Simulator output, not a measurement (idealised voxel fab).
Process module, titled voxel wiring stack
The width of the displayed cross-section, cut, is 180 nm; its cells are square, with a size of 5 nm.
For the purposes of this document, a cross-section shall be understood as a grid of square cells, specified as bands listed in top-to-bottom order, each band consisting of one or more rows of cells.
Look at the band entry: it leads with the top's height and the bottom's height in nm. Then it lists the materials left to right, with a width in nm for each. The word "throughout" on a single material says that material fills the band edge to edge. The word "blank" is empty space.
Convention: height 0 is the level below which the wafer, as received, is all one material. The lowest band does not terminate at the bottom but continues downward, represented as "top 0, no bottom".
Width "30 to 40": first value at the band's top row of cells, second value at its bottom row, equal change from row to row.
The cross-section has no changed cell in any step marked "no change occurred".
Entry "Sealed internal cavities" = empty spaces >= 8 cells with no open way to the top; each as width x height at distance, distance from left edge, all nm.
On a step's line, text after the settings is the simulator commenting on that step.
The "overlay nm" setting may appear on a step's line; for a step that uses a mask, it gives how far to the right of its planned position the mask lay, and a negative value indicates the left.
This section lists the process steps that were planned
1,RECEIVE | material Si
2,CONFORMAL_DEP | material SiO2 | thk nm 10
3,CONFORMAL_DEP | material SiN | thk nm 5
4,DIRECTIONAL_DEP | material SiO2 | thk nm 25
5,MASKED_ETCH | tone open | mask id METAL_1 | width nm 30 | pitch nm 55 | etch materials SiO2 | depth nm 25 | overlay nm 0
6,MASKED_ETCH | tone open | mask id METAL_1 | width nm 30 | pitch nm 55 | etch materials SiN | depth nm 5 | overlay nm 0
7,CONFORMAL_DEP | material TiN | thk nm 5
8,FILL_DEP | material Cu | thk nm 5
9,CMP | height nm 40
10,CONFORMAL_DEP | material SiCN | thk nm 5
11,DIRECTIONAL_DEP | material lowk | thk nm 15
12,DIRECTIONAL_DEP | material aC | thk nm 15
13,PATTERN | tone open | mask id PLUG_1 | material resist | width nm 15 | thk nm 35 | overlay nm 0
14,DIRECTIONAL_ETCH | etch materials aC | depth nm 15
15,STRIP | etch materials resist
16,DIRECTIONAL_ETCH | etch materials lowk | depth nm 15
17,DIRECTIONAL_ETCH | etch materials SiCN | depth nm 5
18,STRIP | etch materials aC
19,EPI | material Ru | thk nm 10
20,EPI | material Ru | thk nm 10
21,CONFORMAL_DEP | material SiCN | thk nm 5
22,DIRECTIONAL_DEP | material SiO2 | thk nm 15
23,DIRECTIONAL_DEP | material aC | thk nm 15
24,PATTERN | tone open | mask id METAL_2 | material resist | width nm 30 | pitch nm 55 | thk nm 35 | overlay nm 0
25,DIRECTIONAL_ETCH | etch materials aC | depth nm 15
26,STRIP | etch materials resist
27,DIRECTIONAL_ETCH | etch materials SiO2 | depth nm 15
28,DIRECTIONAL_ETCH | etch materials SiCN | depth nm 5
29,STRIP | etch materials aC
30,CONFORMAL_DEP | material TiN | thk nm 5
31,FILL_DEP | material W | thk nm 10
32,CMP | height nm 80
33,CONFORMAL_DEP | material SiCN | thk nm 5
34,DIRECTIONAL_DEP | material SiO2 | thk nm 15
35,DIRECTIONAL_DEP | material aC | thk nm 15
36,PATTERN | tone open | mask id PLUG_2 | material resist | width nm 15 | pitch nm 55 | thk nm 30 | overlay nm 0
37,DIRECTIONAL_ETCH | etch materials aC | depth nm 15
38,STRIP | etch materials resist
39,DIRECTIONAL_ETCH | etch materials SiO2 | depth nm 15
40,DIRECTIONAL_ETCH | etch materials SiCN | depth nm 5
41,STRIP | etch materials aC
42,CONFORMAL_DEP | material TiN | thk nm 5
43,FILL_DEP | material Ru | thk nm 5
44,CMP | height nm 100
45,DIRECTIONAL_DEP | material TiN | thk nm 5
46,DIRECTIONAL_DEP | material Ru | thk nm 25
47,MASKED_ETCH | tone cover | mask id METAL_3 | width nm 30 | pitch nm 55 | etch materials Ru | depth nm 25 | overlay nm 0
48,MASKED_ETCH | tone cover | mask id METAL_3 | width nm 30 | pitch nm 55 | etch materials TiN | depth nm 5 | overlay nm 0
49,CONFORMAL_DEP | material SiCN | thk nm 5
50,FILL_DEP | material SiO2 | thk nm 5
51,CMP | height nm 130
52,CONFORMAL_DEP | material SiCN | thk nm 5
53,DIRECTIONAL_DEP | material lowk | thk nm 25
54,PATTERN | tone open | mask id METAL_4_HOLES | material resist | width nm 15 | pitch nm 55 | thk nm 15 | overlay nm 0
55,DIRECTIONAL_ETCH | etch materials lowk | depth nm 25
56,STRIP | etch materials resist
57,MASKED_ETCH | tone open | mask id METAL_4 | width nm 30 | pitch nm 55 | etch materials lowk | depth nm 15 | overlay nm 0
58,MASKED_ETCH | tone open | mask id METAL_4 | width nm 30 | pitch nm 55 | etch materials SiCN | depth nm 5 | overlay nm 0
59,CONFORMAL_DEP | material TiN | thk nm 5
60,FILL_DEP | material Cu | thk nm 10
61,CMP | height nm 160
62,CONFORMAL_DEP | material SiCN | thk nm 5
Cross-section of the wafer at receipt, which is the condition after step 1
  top 0, no bottom = Si throughout
  Sealed internal cavities: none
Module complete, cross-section. Starting point and plan per above. One mistake made in running the module
  top 165, bottom 160 = SiCN throughout
  top 160, bottom 150 = 45 lowk; 5 TiN; 20 Cu; 5 TiN; 25 lowk; 5 TiN; 20 Cu; 5 TiN; 50 lowk
  top 150, bottom 145 = 45 lowk; 5 TiN; 5 Cu; 20 TiN; 25 lowk; 5 TiN; 5 Cu; 20 TiN; 50 lowk
  top 145, bottom 135 = 45 lowk; 5 TiN; 5 Cu; 5 TiN; 40 lowk; 5 TiN; 5 Cu; 5 TiN; 65 lowk
  top 135, bottom 130 = 45 SiCN; 15 TiN; 40 SiCN; 15 TiN; 65 SiCN
  top 130, bottom 105 = 40 SiO2; 5 SiCN; 30 Ru; 5 SiCN; 15 SiO2; 5 SiCN; 30 Ru; 5 SiCN; 45 SiO2
  top 105, bottom 100 = 45 SiCN; 30 TiN; 25 SiCN; 30 TiN; 50 SiCN
  top 100, bottom 85 = 40 Ru; 5 TiN; 15 SiO2; 5 TiN; 30 Ru; 5 TiN; 15 SiO2; 5 TiN; 60 Ru
  top 85, bottom 80 = 45 TiN; 15 SiCN; 40 TiN; 15 SiCN; 65 TiN
  top 80, bottom 65 = 45 SiO2; 5 TiN; 20 W; 5 TiN; 25 SiO2; 5 TiN; 20 W; 5 TiN; 50 SiO2
  top 65, bottom 60 = 45 SiCN; 30 TiN; 25 SiCN; 30 TiN; 50 SiCN
  top 60, bottom 45 = 45 lowk; 15 Ru; 120 lowk
  top 45, bottom 40 = 45 SiCN; 15 Ru; 120 SiCN
  top 40, bottom 15 = 45 SiO2; 5 TiN; 20 Cu; 5 TiN; 25 SiO2; 5 TiN; 20 Cu; 5 TiN; 50 SiO2
  top 15, bottom 10 = 45 SiN; 30 TiN; 25 SiN; 30 TiN; 50 SiN
  top 10, bottom 0 = SiO2 throughout
  top 0, no bottom = Si throughout
  Sealed internal cavities: none
It is concluded that the wafer was processed incorrectly with respect to the plan, in that step 36: run off-plan, actual operation and settings PATTERN | tone cover | mask id PLUG_2 | material resist | width nm 15 | pitch nm 55 | thk nm 30 | overlay nm 0
